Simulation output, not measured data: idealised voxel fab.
The following is a process module called voxel ribs on slabs.
Shown is cross-section cut, with a width of 255 nm and square cells of size 5 nm.
A cross-section is a grid of square cells, given in bands from the top down. A band is one or more rows of cells. Top height, bottom height, nm. Materials left to right, width each, nm. Single material + "full width" = fills band edge to edge. "empty" = empty. Measure heights from 0. That's the level where, below it, the as-received wafer is all one material. The lowest band is bottomless and extends downward; write it as in "0 down". A two-number width, for instance "30 to 40", indicates that the width is equal to the first number in the top row of the band and to the second number in the bottom row, and that it changes by a constant amount per row of cells. No cell of the cross-section changed in a step that is given as "no change occurred". "Enclosed internal cavities" enumerates empty spaces isolated from the top, with no open way to it, that contain at least 8 cells, giving each as width x height at distance from the left edge, all three in nm. On a step's line, text after the settings is the simulator commenting on that step. If you see "overlay nm" on a step's line and that step has a mask, it's telling you how far right of where it was planned the mask ended up; a negative number means it went left instead.

The following list gives the planned process steps
1: RECEIVE [material Si]
2: DIRECTIONAL_DEP [material SiO2] [thk nm 20]
3: DIRECTIONAL_DEP [material polySi] [thk nm 15]
4: MASKED_ETCH [tone cover] [mask id RIB] [width nm 20] [etch materials polySi] [depth nm 5] [overlay nm 0]
5: DIRECTIONAL_DEP [material aC] [thk nm 15]
6: PATTERN [tone cover] [mask id SLAB] [material resist] [width nm 70] [thk nm 30] [overlay nm 0]
7: DIRECTIONAL_ETCH [etch materials aC] [depth nm 15]
8: STRIP [etch materials resist]
9: DIRECTIONAL_ETCH [etch materials polySi] [depth nm 10]
10: STRIP [etch materials aC]
11: FILL_DEP [material SiO2] [thk nm 20]
12: CMP [height nm 45]
13: DIRECTIONAL_DEP [material W] [thk nm 5]
14: MASKED_ETCH [tone cover] [mask id HEATER] [width nm 30] [etch materials W] [depth nm 5] [overlay nm 0]
15: CONFORMAL_DEP [material SiN] [thk nm 5]

First out of two wafers; run went to plan

Cross-section of the incoming wafer, state after step 1
	0 down = Si full width
	Enclosed internal cavities: none

Cross-sectional representation of the wafer at the conclusion of step 2
	20 to 0 = SiO2 full width
	Nothing below the height 0 has changed.

Cross-sectional representation of the wafer at the conclusion of step 3
	35 to 20 = polySi full width
	Nothing below the height 20 has changed.

Cross-sectional representation of the wafer at the conclusion of step 4
	35 to 30 = empty: 115, polySi: 20, empty: 120
	Nothing below the height 30 has changed.

Cross-sectional representation of the wafer at the conclusion of step 5
	50 to 45 = empty: 115, aC: 20, empty: 120
	45 to 35 = aC full width
	35 to 30 = aC: 115, polySi: 20, aC: 120
	Nothing below the height 30 has changed.

Cross-sectional representation of the wafer at the conclusion of step 6
	80 to 50 = empty: 90, resist: 70, empty: 95
	50 to 45 = empty: 90, resist: 25, aC: 20, resist: 25, empty: 95
	Nothing below the height 45 has changed.

Cross-sectional representation of the wafer at the conclusion of step 7
	65 to 50 = empty: 90, resist: 70, empty: 95
	50 to 45 = empty: 90, resist: 25, aC: 20, resist: 25, empty: 95
	45 to 35 = empty: 90, aC: 70, empty: 95
	35 to 30 = empty: 90, aC: 25, polySi: 20, aC: 25, empty: 95
	Nothing below the height 30 has changed.

Cross-sectional representation of the wafer at the conclusion of step 8
	50 to 45 = empty: 115, aC: 20, empty: 120
	Nothing below the height 45 has changed.

Cross-sectional representation of the wafer at the conclusion of step 9
	50 to 45 = empty: 115, aC: 20, empty: 120
	45 to 35 = empty: 90, aC: 70, empty: 95
	35 to 30 = empty: 90, aC: 25, polySi: 20, aC: 25, empty: 95
	30 to 20 = empty: 90, polySi: 70, empty: 95
	Nothing below the height 20 has changed.

Cross-sectional representation of the wafer at the conclusion of step 10
	35 to 30 = empty: 115, polySi: 20, empty: 120
	Nothing below the height 30 has changed.

Cross-sectional representation of the wafer at the conclusion of step 11
	55 to 35 = SiO2 full width
	35 to 30 = SiO2: 115, polySi: 20, SiO2: 120
	30 to 20 = SiO2: 90, polySi: 70, SiO2: 95
	Nothing below the height 20 has changed.

Cross-sectional representation of the wafer at the conclusion of step 12
	45 to 35 = SiO2 full width
	Nothing below the height 35 has changed.

Cross-sectional representation of the wafer at the conclusion of step 13
	50 to 45 = W full width
	Nothing below the height 45 has changed.

Cross-sectional representation of the wafer at the conclusion of step 14
	50 to 45 = empty: 110, W: 30, empty: 115
	Nothing below the height 45 has changed.

Cross-sectional representation of the wafer at the conclusion of step 15
	55 to 50 = empty: 105, SiN: 40, empty: 110
	50 to 45 = SiN: 110, W: 30, SiN: 115
	Nothing below the height 45 has changed.

It is to be noted that the second wafer proceeded from the same initial state and according to the same plan as the first, although one mistake was committed in its execution; through step 1, inclusive, the two wafers share an identical history

X-section, second wafer, when step 2 was due to finish
	15 to 0 = polySi full width
	Nothing below the height 0 has changed.

X-section, second wafer, when step 3 was due to finish
	35 to 15 = SiO2 full width
	Nothing below the height 15 has changed.

X-section, second wafer, when step 4 was due to finish: no change occurred

X-section, second wafer, when step 5 was due to finish
	50 to 35 = aC full width
	Nothing below the height 35 has changed.

X-section, second wafer, when step 6 was due to finish
	80 to 50 = empty: 90, resist: 70, empty: 95
	Nothing below the height 50 has changed.

X-section, second wafer, when step 7 was due to finish
	65 to 50 = empty: 90, resist: 70, empty: 95
	50 to 35 = empty: 90, aC: 70, empty: 95
	Nothing below the height 35 has changed.

X-section, second wafer, when step 8 was due to finish
	50 to 35 = empty: 90, aC: 70, empty: 95
	Nothing below the height 35 has changed.

X-section, second wafer, when step 9 was due to finish: no change occurred

X-section, second wafer, when step 10 was due to finish
	35 to 15 = SiO2 full width
	Nothing below the height 15 has changed.

X-section, second wafer, when step 11 was due to finish
	55 to 15 = SiO2 full width
	Nothing below the height 15 has changed.

X-section, second wafer, when step 12 was due to finish
	45 to 15 = SiO2 full width
	Nothing below the height 15 has changed.

X-section, second wafer, when step 13 was due to finish
	50 to 45 = W full width
	Nothing below the height 45 has changed.

X-section, second wafer, when step 14 was due to finish
	50 to 45 = empty: 110, W: 30, empty: 115
	Nothing below the height 45 has changed.

X-section, second wafer, when step 15 was due to finish
	55 to 50 = empty: 105, SiN: 40, empty: 110
	50 to 45 = SiN: 110, W: 30, SiN: 115
	Nothing below the height 45 has changed.
Deviation noted in wafer processing: plan vs actual: 2 and 3 interchanged
at the end the second wafer has, in cells: SiO2: 121 fewer | polySi: 121 more
